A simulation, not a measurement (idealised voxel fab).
The document below concerns the process module designated voxel double patterning.
We display cut, a cross-section 205 nm in width whose square cells are each 5 nm.
Throughout this document, each cross-section is represented as a grid of square cells and is presented as a sequence of bands enumerated from the top downward, where a band comprises one or more rows of cells.
The entry gives the band's vertical extent as a top height and a bottom height in nm, then its horizontal make-up as materials from left to right, each with a width in nm. "air" stands for empty space; a single material marked "edge to edge" fills the band edge to edge.
We count height from 0. Below that, the starting wafer is all one material. The lowest band never ends at the bottom but goes on down; see "z 0 and below" for how that is written.
You'd read "30 to 40" like this: the band's top row of cells is as wide as the first number, its bottom row is as wide as the second, and going down, every row changes width by the same amount as the row before did.
Given "nothing was modified" for a step, no cell of the cross-section differs between before and after that step.
Look at "Fully closed voids" for the closed voids: empty spaces with no open path to the top, sized 8 cells or up. Each is width x height at distance, distance from the left edge, all nm.
On a step's line, text after the settings is the simulator commenting on that step.
For masked steps, "overlay nm" on the step line gives how far right of plan the mask actually lay; a minus sign means it lay to the left.

# Planned step list for the process
1 op RECEIVE | material Si
2 op CONFORMAL_DEP | material SiO2 | thk nm 10
3 op DIRECTIONAL_DEP | material TiN | thk nm 15
4 op DIRECTIONAL_DEP | material SiCN | thk nm 10
5 op MASKED_ETCH | tone open | mask id FIRST | width nm 15 | pitch nm 50 | etch materials SiCN | depth nm 10 | overlay nm 0
6 op MASKED_ETCH | tone open | mask id SECOND | width nm 15 | etch materials SiCN | depth nm 10 | overlay nm 0
7 op DIRECTIONAL_ETCH | etch materials TiN | depth nm 15
8 op STRIP | etch materials SiCN

# as received, after step 1
z 0 and below | Si edge to edge
Fully closed voids: none

# Module complete - cross-section of the first of two wafers, run according to plan
z 25 to 10 | TiN 70 nm, then air 15 nm, then TiN 10 nm, then air 15 nm, then TiN 10 nm, then air 15 nm, then TiN 70 nm
z 10 to 0 | SiO2 edge to edge
z 0 and below | Si edge to edge
Fully closed voids: none

# End-of-module cross-section of the second wafer: identical starting point and process plan to the first, with one processing mistake
z 20 to 10 | TiN 70 nm, then air 15 nm, then TiN 10 nm, then air 15 nm, then TiN 10 nm, then air 15 nm, then TiN 70 nm
z 10 to 0 | SiO2 edge to edge
z 0 and below | Si edge to edge
Fully closed voids: none
Deviation from plan: note that step 3 departed from the planned setting and was carried out as op DIRECTIONAL_DEP | material TiN | thk nm 10
Cell-count delta at end, second wafer over first, by material: TiN: 32 fewer
